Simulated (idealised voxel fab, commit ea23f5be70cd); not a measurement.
The process module presented herein is designated voxel trench capacitor.
Cross-section cut: width 240 nm, square cells of 5 nm.
For the purposes of this document, a cross-section shall be understood as a grid of square cells, specified as bands listed in top-to-bottom order, each band consisting of one or more rows of cells.
Each band's line starts with the height of the band's top and of its bottom, in nm. Then come its materials from left to right, each with its width in nm. One material with "full width" fills the band from edge to edge. "air" is empty space.
Heights from 0 (as-received wafer is one material below). Bottom band endless downward, as "0 nm and below".
A two-number width, for instance "30..40", indicates that the width is equal to the first number in the top row of the band and to the second number in the bottom row, and that it changes by a constant amount per row of cells.
Where a step carries "nothing got changed", the cross-section came out of it unchanged, cell for cell.
Basically, "Closed-off voids" tells you about the enclosed voids: empty spaces with no open way to the top, 8 cells or bigger, each written width x height at distance, where distance is from the left edge, all in nm.
Past the settings on a step's line: simulator remark, on that step.
"overlay nm" on a masked step: distance the mask lay right of its planned place, negative for left.
**The process steps that were planned are listed below**
1) RECEIVE,material Si
2) CONFORMAL_DEP,material SiN,thk nm 10
3) MASKED_ETCH,tone open,mask id TRENCH,width nm 25,pitch nm 40,etch materials SiN,depth nm 10,overlay nm 0
4) MASKED_ETCH,tone open,mask id TRENCH,width nm 25,pitch nm 40,etch materials Si,depth nm 25,overlay nm 0
5) CONFORMAL_DEP,material Al2O3,thk nm 5
6) CONFORMAL_DEP,material TiN,thk nm 5
7) FILL_DEP,material W,thk nm 10
8) CMP,height nm 10
**First wafer out of two, processed as planned**
**This is the cross-section of the wafer as we received it, i.e. after step 1**
0 nm and below = Si full width
Closed-off voids: none
**You're looking at a cross-section of the wafer after step 2**
10 nm to 0 nm = SiN full width
Nothing below the height 0 has changed.
**You're looking at a cross-section of the wafer after step 3**
10 nm to 0 nm = SiN 45 nm, air 25 nm, SiN 15 nm, air 25 nm, SiN 15 nm, air 25 nm, SiN 15 nm, air 25 nm, SiN 50 nm
Nothing below the height 0 has changed.
**You're looking at a cross-section of the wafer after step 4**
10 nm to 0 nm = SiN 45 nm, air 25 nm, SiN 15 nm, air 25 nm, SiN 15 nm, air 25 nm, SiN 15 nm, air 25 nm, SiN 50 nm
0 nm to -25 nm = Si 45 nm, air 25 nm, Si 15 nm, air 25 nm, Si 15 nm, air 25 nm, Si 15 nm, air 25 nm, Si 50 nm
Nothing below the height -25 has changed.
**You're looking at a cross-section of the wafer after step 5**
15 nm to 10 nm = Al2O3 50 nm, air 15 nm, Al2O3 25 nm, air 15 nm, Al2O3 25 nm, air 15 nm, Al2O3 25 nm, air 15 nm, Al2O3 55 nm
10 nm to 0 nm = SiN 45 nm, Al2O3 5 nm, air 15 nm, Al2O3 5 nm, SiN 15 nm, Al2O3 5 nm, air 15 nm, Al2O3 5 nm, SiN 15 nm, Al2O3 5 nm, air 15 nm, Al2O3 5 nm, SiN 15 nm, Al2O3 5 nm, air 15 nm, Al2O3 5 nm, SiN 50 nm
0 nm to -20 nm = Si 45 nm, Al2O3 5 nm, air 15 nm, Al2O3 5 nm, Si 15 nm, Al2O3 5 nm, air 15 nm, Al2O3 5 nm, Si 15 nm, Al2O3 5 nm, air 15 nm, Al2O3 5 nm, Si 15 nm, Al2O3 5 nm, air 15 nm, Al2O3 5 nm, Si 50 nm
-20 nm to -25 nm = Si 45 nm, Al2O3 25 nm, Si 15 nm, Al2O3 25 nm, Si 15 nm, Al2O3 25 nm, Si 15 nm, Al2O3 25 nm, Si 50 nm
Nothing below the height -25 has changed.
**You're looking at a cross-section of the wafer after step 6**
20 nm to 15 nm = TiN 55 nm, air 5 nm, TiN 35 nm, air 5 nm, TiN 35 nm, air 5 nm, TiN 35 nm, air 5 nm, TiN 60 nm
15 nm to 10 nm = Al2O3 50 nm, TiN 5 nm, air 5 nm, TiN 5 nm, Al2O3 25 nm, TiN 5 nm, air 5 nm, TiN 5 nm, Al2O3 25 nm, TiN 5 nm, air 5 nm, TiN 5 nm, Al2O3 25 nm, TiN 5 nm, air 5 nm, TiN 5 nm, Al2O3 55 nm
10 nm to 0 nm = SiN 45 nm, Al2O3 5 nm, TiN 5 nm, air 5 nm, TiN 5 nm, Al2O3 5 nm, SiN 15 nm, Al2O3 5 nm, TiN 5 nm, air 5 nm, TiN 5 nm, Al2O3 5 nm, SiN 15 nm, Al2O3 5 nm, TiN 5 nm, air 5 nm, TiN 5 nm, Al2O3 5 nm, SiN 15 nm, Al2O3 5 nm, TiN 5 nm, air 5 nm, TiN 5 nm, Al2O3 5 nm, SiN 50 nm
0 nm to -15 nm = Si 45 nm, Al2O3 5 nm, TiN 5 nm, air 5 nm, TiN 5 nm, Al2O3 5 nm, Si 15 nm, Al2O3 5 nm, TiN 5 nm, air 5 nm, TiN 5 nm, Al2O3 5 nm, Si 15 nm, Al2O3 5 nm, TiN 5 nm, air 5 nm, TiN 5 nm, Al2O3 5 nm, Si 15 nm, Al2O3 5 nm, TiN 5 nm, air 5 nm, TiN 5 nm, Al2O3 5 nm, Si 50 nm
-15 nm to -20 nm = Si 45 nm, Al2O3 5 nm, TiN 15 nm, Al2O3 5 nm, Si 15 nm, Al2O3 5 nm, TiN 15 nm, Al2O3 5 nm, Si 15 nm, Al2O3 5 nm, TiN 15 nm, Al2O3 5 nm, Si 15 nm, Al2O3 5 nm, TiN 15 nm, Al2O3 5 nm, Si 50 nm
Nothing below the height -20 has changed.
**You're looking at a cross-section of the wafer after step 7**
30 nm to 20 nm = W full width
20 nm to 15 nm = TiN 55 nm, W 5 nm, TiN 35 nm, W 5 nm, TiN 35 nm, W 5 nm, TiN 35 nm, W 5 nm, TiN 60 nm
15 nm to 10 nm = Al2O3 50 nm, TiN 5 nm, W 5 nm, TiN 5 nm, Al2O3 25 nm, TiN 5 nm, W 5 nm, TiN 5 nm, Al2O3 25 nm, TiN 5 nm, W 5 nm, TiN 5 nm, Al2O3 25 nm, TiN 5 nm, W 5 nm, TiN 5 nm, Al2O3 55 nm
10 nm to 0 nm = SiN 45 nm, Al2O3 5 nm, TiN 5 nm, W 5 nm, TiN 5 nm, Al2O3 5 nm, SiN 15 nm, Al2O3 5 nm, TiN 5 nm, W 5 nm, TiN 5 nm, Al2O3 5 nm, SiN 15 nm, Al2O3 5 nm, TiN 5 nm, W 5 nm, TiN 5 nm, Al2O3 5 nm, SiN 15 nm, Al2O3 5 nm, TiN 5 nm, W 5 nm, TiN 5 nm, Al2O3 5 nm, SiN 50 nm
0 nm to -15 nm = Si 45 nm, Al2O3 5 nm, TiN 5 nm, W 5 nm, TiN 5 nm, Al2O3 5 nm, Si 15 nm, Al2O3 5 nm, TiN 5 nm, W 5 nm, TiN 5 nm, Al2O3 5 nm, Si 15 nm, Al2O3 5 nm, TiN 5 nm, W 5 nm, TiN 5 nm, Al2O3 5 nm, Si 15 nm, Al2O3 5 nm, TiN 5 nm, W 5 nm, TiN 5 nm, Al2O3 5 nm, Si 50 nm
Nothing below the height -15 has changed.
**You're looking at a cross-section of the wafer after step 8**
10 nm to 0 nm = SiN 45 nm, Al2O3 5 nm, TiN 5 nm, W 5 nm, TiN 5 nm, Al2O3 5 nm, SiN 15 nm, Al2O3 5 nm, TiN 5 nm, W 5 nm, TiN 5 nm, Al2O3 5 nm, SiN 15 nm, Al2O3 5 nm, TiN 5 nm, W 5 nm, TiN 5 nm, Al2O3 5 nm, SiN 15 nm, Al2O3 5 nm, TiN 5 nm, W 5 nm, TiN 5 nm, Al2O3 5 nm, SiN 50 nm
Nothing below the height 0 has changed.
**What follows concerns the second wafer, which started out like the first and was meant to follow the very same plan; one mistake crept in when it was run, but everything up to and including step 2 is the same as for the first wafer**
**when step 3 should have ended**
10 nm to 0 nm = SiN 50 nm, air 20 nm, SiN 20 nm, air 20 nm, SiN 20 nm, air 20 nm, SiN 20 nm, air 20 nm, SiN 50 nm
Nothing below the height 0 has changed.
**when step 4 should have ended**
10 nm to 0 nm = SiN 50 nm, air 20 nm, SiN 20 nm, air 20 nm, SiN 20 nm, air 20 nm, SiN 20 nm, air 20 nm, SiN 50 nm
0 nm to -25 nm = Si 50 nm, air 20 nm, Si 20 nm, air 20 nm, Si 20 nm, air 20 nm, Si 20 nm, air 20 nm, Si 50 nm
Nothing below the height -25 has changed.
**when step 5 should have ended**
15 nm to 10 nm = Al2O3 55 nm, air 10 nm, Al2O3 30 nm, air 10 nm, Al2O3 30 nm, air 10 nm, Al2O3 30 nm, air 10 nm, Al2O3 55 nm
10 nm to 0 nm = SiN 50 nm, Al2O3 5 nm, air 10 nm, Al2O3 5 nm, SiN 20 nm, Al2O3 5 nm, air 10 nm, Al2O3 5 nm, SiN 20 nm, Al2O3 5 nm, air 10 nm, Al2O3 5 nm, SiN 20 nm, Al2O3 5 nm, air 10 nm, Al2O3 5 nm, SiN 50 nm
0 nm to -20 nm = Si 50 nm, Al2O3 5 nm, air 10 nm, Al2O3 5 nm, Si 20 nm, Al2O3 5 nm, air 10 nm, Al2O3 5 nm, Si 20 nm, Al2O3 5 nm, air 10 nm, Al2O3 5 nm, Si 20 nm, Al2O3 5 nm, air 10 nm, Al2O3 5 nm, Si 50 nm
-20 nm to -25 nm = Si 50 nm, Al2O3 20 nm, Si 20 nm, Al2O3 20 nm, Si 20 nm, Al2O3 20 nm, Si 20 nm, Al2O3 20 nm, Si 50 nm
Nothing below the height -25 has changed.
**when step 6 should have ended**
20 nm to 15 nm = TiN full width
15 nm to 10 nm = Al2O3 55 nm, TiN 10 nm, Al2O3 30 nm, TiN 10 nm, Al2O3 30 nm, TiN 10 nm, Al2O3 30 nm, TiN 10 nm, Al2O3 55 nm
10 nm to 0 nm = SiN 50 nm, Al2O3 5 nm, TiN 10 nm, Al2O3 5 nm, SiN 20 nm, Al2O3 5 nm, TiN 10 nm, Al2O3 5 nm, SiN 20 nm, Al2O3 5 nm, TiN 10 nm, Al2O3 5 nm, SiN 20 nm, Al2O3 5 nm, TiN 10 nm, Al2O3 5 nm, SiN 50 nm
0 nm to -20 nm = Si 50 nm, Al2O3 5 nm, TiN 10 nm, Al2O3 5 nm, Si 20 nm, Al2O3 5 nm, TiN 10 nm, Al2O3 5 nm, Si 20 nm, Al2O3 5 nm, TiN 10 nm, Al2O3 5 nm, Si 20 nm, Al2O3 5 nm, TiN 10 nm, Al2O3 5 nm, Si 50 nm
Nothing below the height -20 has changed.
**when step 7 should have ended**
30 nm to 20 nm = W full width
Nothing below the height 20 has changed.
**when step 8 should have ended**
10 nm to 0 nm = SiN 50 nm, Al2O3 5 nm, TiN 10 nm, Al2O3 5 nm, SiN 20 nm, Al2O3 5 nm, TiN 10 nm, Al2O3 5 nm, SiN 20 nm, Al2O3 5 nm, TiN 10 nm, Al2O3 5 nm, SiN 20 nm, Al2O3 5 nm, TiN 10 nm, Al2O3 5 nm, SiN 50 nm
Nothing below the height 0 has changed.
Against the plan, the run slipped here: step 3 did not happen as planned, as run it was MASKED_ETCH,tone open,mask id TRENCH,width nm 20,pitch nm 40,etch materials SiN,depth nm 10,overlay nm 0
Final tally in cells, some materials are higher or lower on the second wafer than on the first: Al2O3 -4 | Si +20 | SiN +8 | TiN -4 | W -20
